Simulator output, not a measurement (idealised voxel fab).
Process module, titled voxel fin reveal
FYI the section here is cut, 195 nm wide, cells are 5 nm squares.
How to read a cross-section here: the picture is a grid of square cells, written as bands going from the top down, and any band can span one or more rows of cells.
A band entry consists of two parts. The first gives the height of the band's top and the height of its bottom, in nm. The rest lists the band's materials from left to right, each with its width in nm. A single material labelled with the word "throughout" fills the band from edge to edge, and the word "air" marks empty space.
Heights are reckoned from 0. Under this level, the received wafer is all of one material. The bottommost band is open-ended downward, for example "0 -> down".
A width given as "30->40" starts at the first number in the band's top row and ends at the second number in its bottom row, shifting by an equal amount at every step from row to row.
"left unchanged" after a step means that no cell of the cross-section changed.
"Enclosed void listing" means: voids of 8 cells or more that are shut off from the top with no open way through. Written width x height at distance, distance from the left edge, in nm.
Where a step's line continues beyond its settings, the continuation is a remark by the simulator itself on that step.
overlay nm: for a step with a mask, the amount by which the mask lay right of where it was planned; a negative amount means left of it.
### The following list gives the planned process steps
| 1 | RECEIVE: material Si |
| 2 | CONFORMAL_DEP: material SiN, thk nm 5 |
| 3 | PATTERN: tone cover, mask id FINS, material resist, width nm 15, pitch nm 35, thk nm 20, overlay nm 0 |
| 4 | DIRECTIONAL_ETCH: etch materials SiN, depth nm 5 |
| 5 | DIRECTIONAL_ETCH: etch materials Si, depth nm 40 |
| 6 | STRIP: etch materials resist |
| 7 | FILL_DEP: material SiO2, thk nm 10 |
| 8 | CMP: height nm 5 |
| 9 | SELECTIVE_ETCH: etch materials SiO2, depth nm 30 |
| 10 | STRIP: etch materials SiN |
| 11 | CONFORMAL_DEP: material SiO2, thk nm 5 |
### Received-state cross-section, reflecting completion of step 1
	0 -> down | Si throughout
	Enclosed void listing: none
### Final cross-section, module run with one mistake (start and plan as above)
	5 -> 0 | air (65) / SiO2 (25) / air (10) / SiO2 (25) / air (70)
	0 -> -20 | air (65) / SiO2 (5) / Si (15) / SiO2 (5) / air (10) / SiO2 (5) / Si (15) / SiO2 (5) / air (70)
	-20 -> -25 | SiO2 (45) / air (20) / SiO2 (5) / Si (15) / SiO2 (5) / air (10) / SiO2 (5) / Si (15) / SiO2 (5) / air (20) / SiO2 (50)
	-25 -> -40 | SiO2 (70) / Si (15) / SiO2 (20) / Si (15) / SiO2 (75)
	-40 -> down | Si throughout
	Enclosed void listing: none
What was the processing mistake? steps 9 and 10 were swapped
